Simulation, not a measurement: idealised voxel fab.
Process module in this document: voxel gate over fins
It is cross-section cut that appears here, measuring 245 nm in width, its square cells being 5 nm in size.
How to read a cross-section here: the picture is a grid of square cells, written as bands going from the top down, and any band can span one or more rows of cells. Each band's line starts with the height of the band's top and of its bottom, in nm. Then come its materials from left to right, each with its width in nm. One material with "throughout" fills the band from edge to edge. "air" is empty space. Height datum 0, below which the as-received substrate wafer is one material. Lowest band open at the bottom, running downward: "z 0 and below". Top row gets the first number, bottom row gets the second, and each row in between changes by the same step: that is how a band width like "30..40" works. Where a step carries "identical to before", the cross-section came out of it unchanged, cell for cell. Under "Closed void inventory" you'll find the enclosed gaps, the ones with no way out to the top, that are 8 cells or bigger; each reads width x height at distance, with distance counted from the left edge, everything in nm. Where a step's line continues beyond its settings, the continuation is a remark by the simulator itself on that step. What "overlay nm" on a step's line means: if the step has a mask, that mask lay this far to the right of its planned place, or, when the value is negative, to the left.

Steps in the process plan
1. RECEIVE with material Si
2. CONFORMAL_DEP with material SiN, thk nm 10
3. DIRECTIONAL_DEP with material aC, thk nm 10
4. PATTERN with tone cover, mask id FINS, material resist, width nm 15, pitch nm 45, thk nm 30, overlay nm -15
5. DIRECTIONAL_ETCH with etch materials aC, depth nm 10
6. STRIP with etch materials resist
7. DIRECTIONAL_ETCH with etch materials SiN, depth nm 10
8. DIRECTIONAL_ETCH with etch materials Si, depth nm 30
9. STRIP with etch materials aC
10. FILL_DEP with material SiO2, thk nm 10
11. CMP with height nm 10
12. SELECTIVE_ETCH with etch materials SiO2, depth nm 20
13. STRIP with etch materials SiN
14. CONFORMAL_DEP with material HfO2, thk nm 5
15. CONFORMAL_DEP with material TiN, thk nm 5
16. FILL_DEP with material W, thk nm 10
17. CMP with height nm 15
18. CONFORMAL_DEP with material SiCN, thk nm 5
Split variable: overlay nm, step 4. Plan value = first wafer. Wafers start alike.

Cross-section: the first of several wafers in its as-received state, i.e. following step 1
> z 0 and below | Si throughout
> Closed void inventory: none

At the end of the module, after its last step, step 18, the first of several wafers appears in cross-section as follows
> z 20 to 15 | SiCN throughout
> z 15 to 10 | W throughout
> z 10 to 5 | 65 W, then 35 TiN, then 10 W, then 35 TiN, then 100 W
> z 5 to 0 | 65 W, then 5 TiN, then 25 HfO2, then 5 TiN, then 10 W, then 5 TiN, then 25 HfO2, then 5 TiN, then 100 W
> z 0 to -5 | 70 TiN, then 5 HfO2, then 15 Si, then 5 HfO2, then 20 TiN, then 5 HfO2, then 15 Si, then 5 HfO2, then 105 TiN
> z -5 to -10 | 75 HfO2, then 15 Si, then 30 HfO2, then 15 Si, then 110 HfO2
> z -10 to -30 | 75 SiO2, then 15 Si, then 30 SiO2, then 15 Si, then 110 SiO2
> z -30 and below | Si throughout
> Closed void inventory: none

Cross-section, last wafer, module completion
> z 20 to 15 | SiCN throughout
> z 15 to 10 | W throughout
> z 10 to 5 | 95 W, then 35 TiN, then 10 W, then 35 TiN, then 70 W
> z 5 to 0 | 95 W, then 5 TiN, then 25 HfO2, then 5 TiN, then 10 W, then 5 TiN, then 25 HfO2, then 5 TiN, then 70 W
> z 0 to -5 | 100 TiN, then 5 HfO2, then 15 Si, then 5 HfO2, then 20 TiN, then 5 HfO2, then 15 Si, then 5 HfO2, then 75 TiN
> z -5 to -10 | 105 HfO2, then 15 Si, then 30 HfO2, then 15 Si, then 80 HfO2
> z -10 to -30 | 105 SiO2, then 15 Si, then 30 SiO2, then 15 Si, then 80 SiO2
> z -30 and below | Si throughout
> Closed void inventory: none

Every row in this table is a wafer at the end of the module, and it gives, for each of the materials, the cells that wafer has gained (+) or lost (-) since it was received, then its closed voids
overlay nm -15, +57 HfO2, -258 Si, +49 SiCN, +172 SiO2, +57 TiN, +119 W, Closed void inventory: none
overlay nm -10, +57 HfO2, -258 Si, +49 SiCN, +172 SiO2, +57 TiN, +119 W, Closed void inventory: none
overlay nm -5, +57 HfO2, -258 Si, +49 SiCN, +172 SiO2, +57 TiN, +119 W, Closed void inventory: none
overlay nm 0, +57 HfO2, -258 Si, +49 SiCN, +172 SiO2, +57 TiN, +119 W, Closed void inventory: none
overlay nm 5, +57 HfO2, -258 Si, +49 SiCN, +172 SiO2, +57 TiN, +119 W, Closed void inventory: none
overlay nm 10, +57 HfO2, -258 Si, +49 SiCN, +172 SiO2, +57 TiN, +119 W, Closed void inventory: none
overlay nm 15, +57 HfO2, -258 Si, +49 SiCN, +172 SiO2, +57 TiN, +119 W, Closed void inventory: none
